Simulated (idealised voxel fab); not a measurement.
This is a process module. Its name is voxel spacer lines.
Displayed cross-section: cut, width of 140 nm, square cells sized 5 nm.
A cross-section is a grid of square cells, given in bands from the top down. A band is one or more rows of cells.
Quick guide to a band line: top height, bottom height (nm) up front; then every material left to right with its width in nm. Only one material and it's marked "full width"? Then it fills the band edge to edge. And "empty" just means empty space.
Height 0 is the level under which the wafer as received is all one material. The lowest band goes on downwards, as in "0 -> down".
Read "30 to 40" as a graded width: first number on top, second number at the bottom, same change between each pair of neighbouring rows.
"no change occurred", as given for a step, is the statement that not any cell of the cross-section underwent a change during that step.
Under "Unvented voids" you'll find the enclosed gaps, the ones with no way out to the top, that are 8 cells or bigger; each reads width x height at distance, with distance counted from the left edge, everything in nm.
after a step's settings: what the simulator itself notes on the step
overlay nm, on a step with a mask: how far to the right of its planned place the mask lay; to the left if negative
[Below is the list of planned process steps]
1. RECEIVE | material Si
2. CONFORMAL_DEP | material SiO2 | thk nm 5
3. DIRECTIONAL_DEP | material W | thk nm 20
4. DIRECTIONAL_DEP | material aC | thk nm 30
5. PATTERN | tone cover | mask id MANDREL | material resist | width nm 25 | pitch nm 80 | thk nm 40 | overlay nm 0
6. DIRECTIONAL_ETCH | etch materials aC | depth nm 30
7. STRIP | etch materials resist
8. CONFORMAL_DEP | material SiN | thk nm 15
9. DIRECTIONAL_ETCH | etch materials SiN | depth nm 15
10. STRIP | etch materials aC
11. DIRECTIONAL_ETCH | etch materials W | depth nm 20
12. STRIP | etch materials SiN
13. FILL_DEP | material SiO2 | thk nm 5
14. CMP | height nm 25
[First of the two wafers, run per plan]
[As-received state of the wafer in cross-section, equivalent to post-step 1]
	0 -> down: Si full width
	Unvented voids: none
[Cross-sectional representation of the wafer at the conclusion of step 2]
	5 -> 0: SiO2 full width
	Whatever lies below 0 is exactly as it was before.
[Cross-sectional representation of the wafer at the conclusion of step 3]
	25 -> 5: W full width
	Whatever lies below 5 is exactly as it was before.
[Cross-sectional representation of the wafer at the conclusion of step 4]
	55 -> 25: aC full width
	Whatever lies below 25 is exactly as it was before.
[Cross-sectional representation of the wafer at the conclusion of step 5]
	95 -> 55: empty 15, then resist 25, then empty 55, then resist 25, then empty 20
	Whatever lies below 55 is exactly as it was before.
[Cross-sectional representation of the wafer at the conclusion of step 6]
	65 -> 55: empty 15, then resist 25, then empty 55, then resist 25, then empty 20
	55 -> 25: empty 15, then aC 25, then empty 55, then aC 25, then empty 20
	Whatever lies below 25 is exactly as it was before.
[Cross-sectional representation of the wafer at the conclusion of step 7]
	55 -> 25: empty 15, then aC 25, then empty 55, then aC 25, then empty 20
	Whatever lies below 25 is exactly as it was before.
[Cross-sectional representation of the wafer at the conclusion of step 8]
	70 -> 55: SiN 55, then empty 25, then SiN 55, then empty 5
	55 -> 40: SiN 15, then aC 25, then SiN 15, then empty 25, then SiN 15, then aC 25, then SiN 15, then empty 5
	40 -> 25: SiN 15, then aC 25, then SiN 55, then aC 25, then SiN 20
	Whatever lies below 25 is exactly as it was before.
[Cross-sectional representation of the wafer at the conclusion of step 9]
	55 -> 25: SiN 15, then aC 25, then SiN 15, then empty 25, then SiN 15, then aC 25, then SiN 15, then empty 5
	Whatever lies below 25 is exactly as it was before.
[Cross-sectional representation of the wafer at the conclusion of step 10]
	55 -> 25: SiN 15, then empty 25, then SiN 15, then empty 25, then SiN 15, then empty 25, then SiN 15, then empty 5
	Whatever lies below 25 is exactly as it was before.
[Cross-sectional representation of the wafer at the conclusion of step 11]
	55 -> 25: SiN 15, then empty 25, then SiN 15, then empty 25, then SiN 15, then empty 25, then SiN 15, then empty 5
	25 -> 5: W 15, then empty 25, then W 15, then empty 25, then W 15, then empty 25, then W 15, then empty 5
	Whatever lies below 5 is exactly as it was before.
[Cross-sectional representation of the wafer at the conclusion of step 12]
	25 -> 5: W 15, then empty 25, then W 15, then empty 25, then W 15, then empty 25, then W 15, then empty 5
	Whatever lies below 5 is exactly as it was before.
[Cross-sectional representation of the wafer at the conclusion of step 13]
	30 -> 25: SiO2 full width
	25 -> 5: W 15, then SiO2 25, then W 15, then SiO2 25, then W 15, then SiO2 25, then W 15, then SiO2 5
	Whatever lies below 5 is exactly as it was before.
[Cross-sectional representation of the wafer at the conclusion of step 14]
	25 -> 5: W 15, then SiO2 25, then W 15, then SiO2 25, then W 15, then SiO2 25, then W 15, then SiO2 5
	Whatever lies below 5 is exactly as it was before.
[The second wafer began exactly as the first did and followed the same plan, but one mistake was made while running it; through step 13 inclusive, the two wafers are identical]
[Second wafer cross-section, taken as of the time the plan sets for step 14 to be done]
	20 -> 5: W 15, then SiO2 25, then W 15, then SiO2 25, then W 15, then SiO2 25, then W 15, then SiO2 5
	Whatever lies below 5 is exactly as it was before.
Run error: note that step 14 departed from the planned setting and was carried out as CMP | height nm 20
Cell-count delta at end, second wafer over first, by material: SiO2 -16 | W -12
